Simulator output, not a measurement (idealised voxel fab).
Process module heading - voxel capacitor over wiring
Square cells of 5 nm make up the cross-section cut, whose width is 295 nm.
Bands, listed from the top down, are how a cross-section gets written in this document; the cross-section itself is a grid of square cells, and a band is one or more rows of them. Basically the band line says how high the top is and how high the bottom is, in nm, and then what's in it from left to right, every material with its width in nm. Empty space shows up as "air", and if a single material carries "edge to edge" it runs the full band edge to edge. Ref level 0: as-received wafer is one material below here. Bottom band extends down with no lower bound ("0 -> down"). Width: "30->40" (first number = top row, second number = bottom row, same change from row to row of cells). "stayed the same" for a step: no cell of the cross-section changed in that step. Under "Completely enclosed voids" you'll find the enclosed gaps, the ones with no way out to the top, that are 8 cells or bigger; each reads width x height at distance, with distance counted from the left edge, everything in nm. Heads up: the bit after the settings on a step's line is the simulator's remark on that step. You can add "overlay nm" to a step's line. For a step with a mask, it describes how far the mask lay to the right of its planned position, and a negative number describes a lay to the left.

### List of planned process steps
| 1 | RECEIVE with material Si |
| 2 | CONFORMAL_DEP with material SiO2, thk nm 10 |
| 3 | CONFORMAL_DEP with material SiN, thk nm 5 |
| 4 | DIRECTIONAL_DEP with material SiO2, thk nm 20 |
| 5 | PATTERN with tone open, mask id METAL_1, material resist, width nm 20, pitch nm 90, thk nm 15, overlay nm 0 |
| 6 | DIRECTIONAL_ETCH with etch materials SiO2, depth nm 20 |
| 7 | DIRECTIONAL_ETCH with etch materials SiN, depth nm 5 |
| 8 | STRIP with etch materials resist |
| 9 | CONFORMAL_DEP with material TiN, thk nm 5 |
| 10 | FILL_DEP with material W, thk nm 5 |
| 11 | CMP with height nm 35 |
| 12 | CONFORMAL_DEP with material SiCN, thk nm 5 |
| 13 | DIRECTIONAL_DEP with material lowk, thk nm 10 |
| 14 | PATTERN with tone open, mask id PLUG_1, material resist, width nm 15, thk nm 15, overlay nm 0 |
| 15 | DIRECTIONAL_ETCH with etch materials lowk, depth nm 10 |
| 16 | DIRECTIONAL_ETCH with etch materials SiCN, depth nm 5 |
| 17 | STRIP with etch materials resist |
| 18 | CONFORMAL_DEP with material TiN, thk nm 5 |
| 19 | FILL_DEP with material W, thk nm 10 |
| 20 | CMP with height nm 50 |
| 21 | DIRECTIONAL_DEP with material TiN, thk nm 10 |
| 22 | DIRECTIONAL_DEP with material Al2O3, thk nm 5 |
| 23 | DIRECTIONAL_DEP with material TiN, thk nm 5 |
| 24 | DIRECTIONAL_DEP with material aC, thk nm 15 |
| 25 | PATTERN with tone cover, mask id UPPER_PLATE, material resist, width nm 75, thk nm 35, overlay nm 0 |
| 26 | DIRECTIONAL_ETCH with etch materials aC, depth nm 15 |
| 27 | STRIP with etch materials resist |
| 28 | DIRECTIONAL_ETCH with etch materials TiN, depth nm 5 |
| 29 | DIRECTIONAL_ETCH with etch materials Al2O3, depth nm 5 |
| 30 | STRIP with etch materials aC |
| 31 | PATTERN with tone cover, mask id LOWER_PLATE, material resist, width nm 85, thk nm 20, overlay nm 0 |
| 32 | DIRECTIONAL_ETCH with etch materials TiN, depth nm 10 |
| 33 | STRIP with etch materials resist |
| 34 | FILL_DEP with material SiO2, thk nm 20 |
| 35 | CMP with height nm 85 |
| 36 | PATTERN with tone open, mask id PLUG_2, material resist, width nm 15, thk nm 20, overlay nm 0 |
| 37 | DIRECTIONAL_ETCH with etch materials SiO2, depth nm 15 |
| 38 | STRIP with etch materials resist |
| 39 | CONFORMAL_DEP with material TiN, thk nm 5 |
| 40 | FILL_DEP with material W, thk nm 10 |
| 41 | CMP with height nm 85 |
| 42 | CONFORMAL_DEP with material SiN, thk nm 5 |

### as received, after step 1
* 0 -> down | Si edge to edge
* Completely enclosed voids: none

### Cross-section, end of module. Start: as above. Plan: as above. Execution: one mistake
* 90 -> 85 | SiN edge to edge
* 85 -> 75 | SiO2 (105), then TiN (5), then W (5), then TiN (5), then SiO2 (175)
* 75 -> 70 | SiO2 (105), then TiN (15), then SiO2 (175)
* 70 -> 65 | SiO2 edge to edge
* 65 -> 60 | SiO2 (95), then Al2O3 (75), then SiO2 (125)
* 60 -> 50 | SiO2 (90), then TiN (85), then SiO2 (120)
* 50 -> 40 | lowk (95), then TiN (5), then W (5), then TiN (5), then lowk (185)
* 40 -> 35 | SiCN (95), then TiN (15), then SiCN (185)
* 35 -> 15 | SiO2 (90), then TiN (5), then W (10), then TiN (5), then SiO2 (70), then TiN (5), then W (10), then TiN (5), then SiO2 (95)
* 15 -> 10 | SiN (90), then TiN (20), then SiN (70), then TiN (20), then SiN (95)
* 10 -> 0 | SiO2 edge to edge
* 0 -> down | Si edge to edge
* Completely enclosed voids: none
Against the plan, the run slipped here: the run left out plan step 23 entirely, so it was never executed
